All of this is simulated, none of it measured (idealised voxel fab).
process module | voxel wiring stack
cross-section cut | 265 nm wide | cells 5 nm
A cross-section is a grid of square cells, given in bands from the top down. A band is one or more rows of cells.
Each band's line starts with the height of the band's top and of its bottom, in nm. Then come its materials from left to right, each with its width in nm. One material with "throughout" fills the band from edge to edge. "air" is empty space.
Height 0 is the level under which the wafer as received is all one material. The lowest band goes on downwards, as in "0 down".
A width such as "30 to 40" changes by the same amount from each row of cells to the next, from the band's top row to its bottom row.
"no change" after a step means that no cell of the cross-section changed.
closed voids: empty space of 8 cells or more with no open way to the top, each as width x height at its distance from the left edge, in nm
after a step's settings: what the simulator itself notes on the step
overlay nm, on a step with a mask: how far to the right of its planned place the mask lay; to the left if negative
plan
1 op RECEIVE | material Si
2 op CONFORMAL_DEP | material SiO2 | thk nm 10
3 op CONFORMAL_DEP | material SiCN | thk nm 5
4 op DIRECTIONAL_DEP | material lowk | thk nm 20
5 op DIRECTIONAL_DEP | material aC | thk nm 15
6 op PATTERN | tone open | mask id METAL_1 | material resist | width nm 20 | pitch nm 45 | thk nm 35 | overlay nm 0
7 op DIRECTIONAL_ETCH | etch materials aC | depth nm 15
8 op STRIP | etch materials resist
9 op DIRECTIONAL_ETCH | etch materials lowk | depth nm 20
10 op DIRECTIONAL_ETCH | etch materials SiCN | depth nm 5
11 op STRIP | etch materials aC
12 op CONFORMAL_DEP | material TiN | thk nm 5
13 op FILL_DEP | material Cu | thk nm 10
14 op CMP | height nm 35
15 op EPI | material Ru | thk nm 5
16 op FILL_DEP | material SiCN | thk nm 5
17 op DIRECTIONAL_DEP | material lowk | thk nm 10
18 op MASKED_ETCH | tone open | mask id PLUG_1 | width nm 15 | pitch nm 45 | etch materials lowk | depth nm 10 | overlay nm 0
19 op MASKED_ETCH | tone open | mask id PLUG_1 | width nm 15 | pitch nm 45 | etch materials SiCN | depth nm 5 | overlay nm 0
20 op CONFORMAL_DEP | material TiN | thk nm 5
21 op FILL_DEP | material Cu | thk nm 5
22 op CMP | height nm 55
23 op CONFORMAL_DEP | material SiCN | thk nm 5
24 op DIRECTIONAL_DEP | material lowk | thk nm 25
25 op MASKED_ETCH | tone open | mask id METAL_2 | width nm 20 | pitch nm 45 | etch materials lowk | depth nm 25 | overlay nm 0
26 op MASKED_ETCH | tone open | mask id METAL_2 | width nm 20 | pitch nm 45 | etch materials SiCN | depth nm 5 | overlay nm 0
27 op CONFORMAL_DEP | material TiN | thk nm 5
28 op FILL_DEP | material Cu | thk nm 10
29 op CMP | height nm 85
30 op CONFORMAL_DEP | material SiCN | thk nm 5
31 op DIRECTIONAL_DEP | material lowk | thk nm 10
32 op PATTERN | tone open | mask id PLUG_2 | material resist | width nm 15 | pitch nm 45 | thk nm 20 | overlay nm 0
33 op DIRECTIONAL_ETCH | etch materials lowk | depth nm 10
34 op DIRECTIONAL_ETCH | etch materials SiCN | depth nm 5
35 op STRIP | etch materials resist
36 op CONFORMAL_DEP | material TiN | thk nm 5
37 op FILL_DEP | material W | thk nm 10
38 op CMP | height nm 100
39 op DIRECTIONAL_DEP | material TiN | thk nm 5
40 op DIRECTIONAL_DEP | material Ru | thk nm 20
41 op MASKED_ETCH | tone cover | mask id METAL_3 | width nm 20 | pitch nm 45 | etch materials Ru | depth nm 20 | overlay nm 0
42 op MASKED_ETCH | tone cover | mask id METAL_3 | width nm 20 | pitch nm 45 | etch materials TiN | depth nm 5 | overlay nm 0
43 op CONFORMAL_DEP | material SiN | thk nm 5
44 op FILL_DEP | material lowk | thk nm 5
45 op CMP | height nm 125
46 op CONFORMAL_DEP | material SiCN | thk nm 5
47 op DIRECTIONAL_DEP | material lowk | thk nm 20
48 op DIRECTIONAL_DEP | material aC | thk nm 15
49 op PATTERN | tone open | mask id PLUG_3 | material resist | width nm 15 | thk nm 30 | overlay nm 0
50 op DIRECTIONAL_ETCH | etch materials aC | depth nm 15
51 op STRIP | etch materials resist
52 op DIRECTIONAL_ETCH | etch materials lowk | depth nm 20
53 op DIRECTIONAL_ETCH | etch materials SiCN | depth nm 5
54 op STRIP | etch materials aC
55 op CONFORMAL_DEP | material TiN | thk nm 5
56 op FILL_DEP | material W | thk nm 10
57 op CMP | height nm 150
58 op CONFORMAL_DEP | material SiN | thk nm 5
59 op DIRECTIONAL_DEP | material lowk | thk nm 15
60 op PATTERN | tone open | mask id METAL_4 | material resist | width nm 20 | pitch nm 45 | thk nm 15 | overlay nm 0
61 op DIRECTIONAL_ETCH | etch materials lowk | depth nm 15
62 op DIRECTIONAL_ETCH | etch materials SiN | depth nm 5
63 op STRIP | etch materials resist
64 op CONFORMAL_DEP | material TiN | thk nm 5
65 op FILL_DEP | material Cu | thk nm 10
66 op CMP | height nm 170
67 op CONFORMAL_DEP | material SiCN | thk nm 5
first wafer, as planned
as received, after step 1
  0 down: Si throughout
  closed voids: none
after step 2
  10 to 0: SiO2 throughout
  below 0: unchanged
after step 3
  15 to 10: SiCN throughout
  below 10: unchanged
after step 4
  35 to 15: lowk throughout
  below 15: unchanged
after step 5
  50 to 35: aC throughout
  below 35: unchanged
after step 6
  85 to 50: resist 100 | air 20 | resist 25 | air 20 | resist 100
  below 50: unchanged
after step 7
  70 to 50: resist 100 | air 20 | resist 25 | air 20 | resist 100
  50 to 35: aC 100 | air 20 | aC 25 | air 20 | aC 100
  below 35: unchanged
after step 8
  50 to 35: aC 100 | air 20 | aC 25 | air 20 | aC 100
  below 35: unchanged
after step 9
  50 to 35: aC 100 | air 20 | aC 25 | air 20 | aC 100
  35 to 15: lowk 100 | air 20 | lowk 25 | air 20 | lowk 100
  below 15: unchanged
after step 10
  50 to 35: aC 100 | air 20 | aC 25 | air 20 | aC 100
  35 to 15: lowk 100 | air 20 | lowk 25 | air 20 | lowk 100
  15 to 10: SiCN 100 | air 20 | SiCN 25 | air 20 | SiCN 100
  below 10: unchanged
after step 11
  35 to 15: lowk 100 | air 20 | lowk 25 | air 20 | lowk 100
  below 15: unchanged
after step 12
  40 to 35: TiN 105 | air 10 | TiN 35 | air 10 | TiN 105
  35 to 15: lowk 100 | TiN 5 | air 10 | TiN 5 | lowk 25 | TiN 5 | air 10 | TiN 5 | lowk 100
  15 to 10: SiCN 100 | TiN 20 | SiCN 25 | TiN 20 | SiCN 100
  below 10: unchanged
after step 13
  50 to 40: Cu throughout
  40 to 35: TiN 105 | Cu 10 | TiN 35 | Cu 10 | TiN 105
  35 to 15: lowk 100 | TiN 5 | Cu 10 | TiN 5 | lowk 25 | TiN 5 | Cu 10 | TiN 5 | lowk 100
  below 15: unchanged
after step 14
  35 to 15: lowk 100 | TiN 5 | Cu 10 | TiN 5 | lowk 25 | TiN 5 | Cu 10 | TiN 5 | lowk 100
  below 15: unchanged
after step 15
  40 to 35: air 95 | Ru 30 | air 15 | Ru 30 | air 95
  below 35: unchanged
after step 16
  45 to 40: SiCN throughout
  40 to 35: SiCN 95 | Ru 30 | SiCN 15 | Ru 30 | SiCN 95
  below 35: unchanged
after step 17
  55 to 45: lowk throughout
  below 45: unchanged
after step 18
  55 to 45: lowk 100 | air 15 | lowk 30 | air 15 | lowk 105
  below 45: unchanged
after step 19
  55 to 45: lowk 100 | air 15 | lowk 30 | air 15 | lowk 105
  45 to 40: SiCN 100 | air 15 | SiCN 30 | air 15 | SiCN 105
  below 40: unchanged
after step 20
  60 to 55: TiN 105 | air 5 | TiN 40 | air 5 | TiN 110
  55 to 45: lowk 100 | TiN 5 | air 5 | TiN 5 | lowk 30 | TiN 5 | air 5 | TiN 5 | lowk 105
  45 to 40: SiCN 100 | TiN 15 | SiCN 30 | TiN 15 | SiCN 105
  below 40: unchanged
after step 21
  65 to 60: Cu throughout
  60 to 55: TiN 105 | Cu 5 | TiN 40 | Cu 5 | TiN 110
  55 to 45: lowk 100 | TiN 5 | Cu 5 | TiN 5 | lowk 30 | TiN 5 | Cu 5 | TiN 5 | lowk 105
  below 45: unchanged
after step 22
  55 to 45: lowk 100 | TiN 5 | Cu 5 | TiN 5 | lowk 30 | TiN 5 | Cu 5 | TiN 5 | lowk 105
  below 45: unchanged
after step 23
  60 to 55: SiCN throughout
  below 55: unchanged
after step 24
  85 to 60: lowk throughout
  below 60: unchanged
after step 25
  85 to 60: lowk 100 | air 20 | lowk 25 | air 20 | lowk 100
  below 60: unchanged
after step 26
  85 to 60: lowk 100 | air 20 | lowk 25 | air 20 | lowk 100
  60 to 55: SiCN 100 | air 20 | SiCN 25 | air 20 | SiCN 100
  below 55: unchanged
after step 27
  90 to 85: TiN 105 | air 10 | TiN 35 | air 10 | TiN 105
  85 to 60: lowk 100 | TiN 5 | air 10 | TiN 5 | lowk 25 | TiN 5 | air 10 | TiN 5 | lowk 100
  60 to 55: SiCN 100 | TiN 20 | SiCN 25 | TiN 20 | SiCN 100
  below 55: unchanged
after step 28
  100 to 90: Cu throughout
  90 to 85: TiN 105 | Cu 10 | TiN 35 | Cu 10 | TiN 105
  85 to 60: lowk 100 | TiN 5 | Cu 10 | TiN 5 | lowk 25 | TiN 5 | Cu 10 | TiN 5 | lowk 100
  below 60: unchanged
after step 29
  85 to 60: lowk 100 | TiN 5 | Cu 10 | TiN 5 | lowk 25 | TiN 5 | Cu 10 | TiN 5 | lowk 100
  below 60: unchanged
after step 30
  90 to 85: SiCN throughout
  below 85: unchanged
after step 31
  100 to 90: lowk throughout
  below 90: unchanged
after step 32
  120 to 100: resist 100 | air 15 | resist 30 | air 15 | resist 105
  below 100: unchanged
after step 33
  120 to 100: resist 100 | air 15 | resist 30 | air 15 | resist 105
  100 to 90: lowk 100 | air 15 | lowk 30 | air 15 | lowk 105
  below 90: unchanged
after step 34
  120 to 100: resist 100 | air 15 | resist 30 | air 15 | resist 105
  100 to 90: lowk 100 | air 15 | lowk 30 | air 15 | lowk 105
  90 to 85: SiCN 100 | air 15 | SiCN 30 | air 15 | SiCN 105
  below 85: unchanged
after step 35
  100 to 90: lowk 100 | air 15 | lowk 30 | air 15 | lowk 105
  below 90: unchanged
after step 36
  105 to 100: TiN 105 | air 5 | TiN 40 | air 5 | TiN 110
  100 to 90: lowk 100 | TiN 5 | air 5 | TiN 5 | lowk 30 | TiN 5 | air 5 | TiN 5 | lowk 105
  90 to 85: SiCN 100 | TiN 15 | SiCN 30 | TiN 15 | SiCN 105
  below 85: unchanged
after step 37
  115 to 105: W throughout
  105 to 100: TiN 105 | W 5 | TiN 40 | W 5 | TiN 110
  100 to 90: lowk 100 | TiN 5 | W 5 | TiN 5 | lowk 30 | TiN 5 | W 5 | TiN 5 | lowk 105
  below 90: unchanged
after step 38
  100 to 90: lowk 100 | TiN 5 | W 5 | TiN 5 | lowk 30 | TiN 5 | W 5 | TiN 5 | lowk 105
  below 90: unchanged
after step 39
  105 to 100: TiN throughout
  below 100: unchanged
after step 40
  125 to 105: Ru throughout
  below 105: unchanged
after step 41
  125 to 105: air 100 | Ru 20 | air 25 | Ru 20 | air 100
  below 105: unchanged
after step 42
  125 to 105: air 100 | Ru 20 | air 25 | Ru 20 | air 100
  105 to 100: air 100 | TiN 20 | air 25 | TiN 20 | air 100
  below 100: unchanged
after step 43
  130 to 125: air 95 | SiN 30 | air 15 | SiN 30 | air 95
  125 to 105: air 95 | SiN 5 | Ru 20 | SiN 5 | air 15 | SiN 5 | Ru 20 | SiN 5 | air 95
  105 to 100: SiN 100 | TiN 20 | SiN 25 | TiN 20 | SiN 100
  below 100: unchanged
after step 44
  135 to 130: lowk throughout
  130 to 125: lowk 95 | SiN 30 | lowk 15 | SiN 30 | lowk 95
  125 to 105: lowk 95 | SiN 5 | Ru 20 | SiN 5 | lowk 15 | SiN 5 | Ru 20 | SiN 5 | lowk 95
  below 105: unchanged
after step 45
  125 to 105: lowk 95 | SiN 5 | Ru 20 | SiN 5 | lowk 15 | SiN 5 | Ru 20 | SiN 5 | lowk 95
  below 105: unchanged
after step 46
  130 to 125: SiCN throughout
  below 125: unchanged
after step 47
  150 to 130: lowk throughout
  below 130: unchanged
after step 48
  165 to 150: aC throughout
  below 150: unchanged
after step 49
  195 to 165: resist 100 | air 15 | resist 150
  below 165: unchanged
after step 50
  180 to 165: resist 100 | air 15 | resist 150
  165 to 150: aC 100 | air 15 | aC 150
  below 150: unchanged
after step 51
  165 to 150: aC 100 | air 15 | aC 150
  below 150: unchanged
after step 52
  165 to 150: aC 100 | air 15 | aC 150
  150 to 130: lowk 100 | air 15 | lowk 150
  below 130: unchanged
after step 53
  165 to 150: aC 100 | air 15 | aC 150
  150 to 130: lowk 100 | air 15 | lowk 150
  130 to 125: SiCN 100 | air 15 | SiCN 150
  below 125: unchanged
after step 54
  150 to 130: lowk 100 | air 15 | lowk 150
  below 130: unchanged
after step 55
  155 to 150: TiN 105 | air 5 | TiN 155
  150 to 130: lowk 100 | TiN 5 | air 5 | TiN 5 | lowk 150
  130 to 125: SiCN 100 | TiN 15 | SiCN 150
  below 125: unchanged
after step 56
  165 to 155: W throughout
  155 to 150: TiN 105 | W 5 | TiN 155
  150 to 130: lowk 100 | TiN 5 | W 5 | TiN 5 | lowk 150
  below 130: unchanged
after step 57
  150 to 130: lowk 100 | TiN 5 | W 5 | TiN 5 | lowk 150
  below 130: unchanged
after step 58
  155 to 150: SiN throughout
  below 150: unchanged
after step 59
  170 to 155: lowk throughout
  below 155: unchanged
after step 60
  185 to 170: resist 100 | air 20 | resist 25 | air 20 | resist 100
  below 170: unchanged
after step 61
  185 to 170: resist 100 | air 20 | resist 25 | air 20 | resist 100
  170 to 155: lowk 100 | air 20 | lowk 25 | air 20 | lowk 100
  below 155: unchanged
after step 62
  185 to 170: resist 100 | air 20 | resist 25 | air 20 | resist 100
  170 to 155: lowk 100 | air 20 | lowk 25 | air 20 | lowk 100
  155 to 150: SiN 100 | air 20 | SiN 25 | air 20 | SiN 100
  below 150: unchanged
after step 63
  170 to 155: lowk 100 | air 20 | lowk 25 | air 20 | lowk 100
  below 155: unchanged
after step 64
  175 to 170: TiN 105 | air 10 | TiN 35 | air 10 | TiN 105
  170 to 155: lowk 100 | TiN 5 | air 10 | TiN 5 | lowk 25 | TiN 5 | air 10 | TiN 5 | lowk 100
  155 to 150: SiN 100 | TiN 20 | SiN 25 | TiN 20 | SiN 100
  below 150: unchanged
after step 65
  185 to 175: Cu throughout
  175 to 170: TiN 105 | Cu 10 | TiN 35 | Cu 10 | TiN 105
  170 to 155: lowk 100 | TiN 5 | Cu 10 | TiN 5 | lowk 25 | TiN 5 | Cu 10 | TiN 5 | lowk 100
  below 155: unchanged
after step 66
  170 to 155: lowk 100 | TiN 5 | Cu 10 | TiN 5 | lowk 25 | TiN 5 | Cu 10 | TiN 5 | lowk 100
  below 155: unchanged
after step 67
  175 to 170: SiCN throughout
  below 170: unchanged
second wafer: like start, like plan, one mistake. Through step 48 it matches the first wafer
when step 49 should have ended
  195 to 165: resist 90 | air 15 | resist 160
  below 165: unchanged
when step 50 should have ended
  180 to 165: resist 90 | air 15 | resist 160
  165 to 150: aC 90 | air 15 | aC 160
  below 150: unchanged
when step 51 should have ended
  165 to 150: aC 90 | air 15 | aC 160
  below 150: unchanged
when step 52 should have ended
  165 to 150: aC 90 | air 15 | aC 160
  150 to 130: lowk 90 | air 15 | lowk 160
  below 130: unchanged
when step 53 should have ended
  165 to 150: aC 90 | air 15 | aC 160
  150 to 130: lowk 90 | air 15 | lowk 160
  130 to 125: SiCN 90 | air 15 | SiCN 160
  below 125: unchanged
when step 54 should have ended
  150 to 130: lowk 90 | air 15 | lowk 160
  below 130: unchanged
when step 55 should have ended
  155 to 150: TiN 95 | air 5 | TiN 165
  150 to 130: lowk 90 | TiN 5 | air 5 | TiN 5 | lowk 160
  130 to 125: SiCN 90 | TiN 15 | SiCN 160
  below 125: unchanged
when step 56 should have ended
  165 to 155: W throughout
  155 to 150: TiN 95 | W 5 | TiN 165
  150 to 130: lowk 90 | TiN 5 | W 5 | TiN 5 | lowk 160
  below 130: unchanged
when step 57 should have ended
  150 to 130: lowk 90 | TiN 5 | W 5 | TiN 5 | lowk 160
  below 130: unchanged
when step 58 should have ended
  155 to 150: SiN throughout
  below 150: unchanged
when step 59 should have ended
  170 to 155: lowk throughout
  below 155: unchanged
when step 60 should have ended
  185 to 170: resist 100 | air 20 | resist 25 | air 20 | resist 100
  below 170: unchanged
when step 61 should have ended
  185 to 170: resist 100 | air 20 | resist 25 | air 20 | resist 100
  170 to 155: lowk 100 | air 20 | lowk 25 | air 20 | lowk 100
  below 155: unchanged
when step 62 should have ended
  185 to 170: resist 100 | air 20 | resist 25 | air 20 | resist 100
  170 to 155: lowk 100 | air 20 | lowk 25 | air 20 | lowk 100
  155 to 150: SiN 100 | air 20 | SiN 25 | air 20 | SiN 100
  below 150: unchanged
when step 63 should have ended
  170 to 155: lowk 100 | air 20 | lowk 25 | air 20 | lowk 100
  below 155: unchanged
when step 64 should have ended
  175 to 170: TiN 105 | air 10 | TiN 35 | air 10 | TiN 105
  170 to 155: lowk 100 | TiN 5 | air 10 | TiN 5 | lowk 25 | TiN 5 | air 10 | TiN 5 | lowk 100
  155 to 150: SiN 100 | TiN 20 | SiN 25 | TiN 20 | SiN 100
  below 150: unchanged
when step 65 should have ended
  185 to 175: Cu throughout
  175 to 170: TiN 105 | Cu 10 | TiN 35 | Cu 10 | TiN 105
  170 to 155: lowk 100 | TiN 5 | Cu 10 | TiN 5 | lowk 25 | TiN 5 | Cu 10 | TiN 5 | lowk 100
  below 155: unchanged
when step 66 should have ended
  170 to 155: lowk 100 | TiN 5 | Cu 10 | TiN 5 | lowk 25 | TiN 5 | Cu 10 | TiN 5 | lowk 100
  below 155: unchanged
when step 67 should have ended
  175 to 170: SiCN throughout
  below 170: unchanged
what went wrong: step 49 ran as: op PATTERN | tone open | mask id PLUG_3 | material resist | width nm 15 | thk nm 30 | overlay nm -10
at the end the second wafer has, in cells: as many of each material as the first, in other places
